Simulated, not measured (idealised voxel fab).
Title: Process Module voxel self aligned contacts
Displayed cross-section: cut, width of 265 nm, square cells sized 5 nm.
Cross-section format: a grid of square cells, given as bands from top to bottom; each band is one or more rows of cells. The band entry comprises the height of the band's top followed by the height of its bottom, expressed in nm, and subsequently the band's materials from left to right, each stated together with its width in nm. Where a single material is marked with the word "throughout", that material fills the band from edge to edge. The word "air" represents empty space. Heights are expressed relative to 0, this being the level below which the as-received wafer comprises one material exclusively. The lowest band is unbounded in the downward direction and is denoted as in "0..down". A width given as "30 to 40" starts at the first number in the band's top row and ends at the second number in its bottom row, shifting by an equal amount at every step from row to row. Where a step carries "all unchanged", the cross-section came out of it unchanged, cell for cell. In the "Cavities, closed" entry, you get each enclosed empty space of 8 cells or more, one with no open way to the top, written width x height at distance, distance from the left edge, in nm. On a step's line, text after the settings is the simulator commenting on that step. You can add "overlay nm" to a step's line. For a step with a mask, it describes how far the mask lay to the right of its planned position, and a negative number describes a lay to the left.

-- The planned process steps are enumerated hereunder
1,RECEIVE | material Si
2,OXIDIZE | depth nm 5
3,DIRECTIONAL_DEP | material polySi | thk nm 20
4,DIRECTIONAL_DEP | material SiN | thk nm 20
5,MASKED_ETCH | tone cover | mask id GATE | width nm 35 | pitch nm 60 | etch materials SiN | depth nm 20 | overlay nm 0
6,MASKED_ETCH | tone cover | mask id GATE | width nm 35 | pitch nm 60 | etch materials polySi | depth nm 20 | overlay nm 0
7,CONFORMAL_DEP | material SiN | thk nm 5
8,DIRECTIONAL_ETCH | etch materials SiN | depth nm 5
9,FILL_DEP | material SiO2 | thk nm 10
10,CMP | height nm 45
11,PATTERN | tone open | mask id CONTACT | material resist | width nm 45 | thk nm 20 | overlay nm 0
12,DIRECTIONAL_ETCH | etch materials SiO2 | depth nm 50
13,STRIP | etch materials resist
14,CONFORMAL_DEP | material TiN | thk nm 5
15,FILL_DEP | material W | thk nm 10
16,CMP | height nm 45
17,CONFORMAL_DEP | material SiN | thk nm 5

-- Cross-section: wafer on arrival = after step 1
	0..down | Si throughout
	Cavities, closed: none

-- Cross-section, end of module. Start: as above. Plan: as above. Execution: one mistake
	50..45 | SiN throughout
	45..40 | SiO2: 100; TiN: 30; W: 5; TiN: 10; SiO2: 120
	40..20 | SiO2: 80; SiN: 45; TiN: 5; W: 5; TiN: 5; SiN: 45; SiO2: 80
	20..0 | SiO2: 80; SiN: 5; polySi: 35; SiN: 5; TiN: 5; W: 5; TiN: 5; SiN: 5; polySi: 35; SiN: 5; SiO2: 80
	0..-5 | SiO2: 125; TiN: 15; SiO2: 125
	-5..down | Si throughout
	Cavities, closed: none
Deviation noted in wafer processing: step 11 did not happen as planned, as run it was PATTERN | tone open | mask id CONTACT | material resist | width nm 45 | thk nm 20 | overlay nm -10
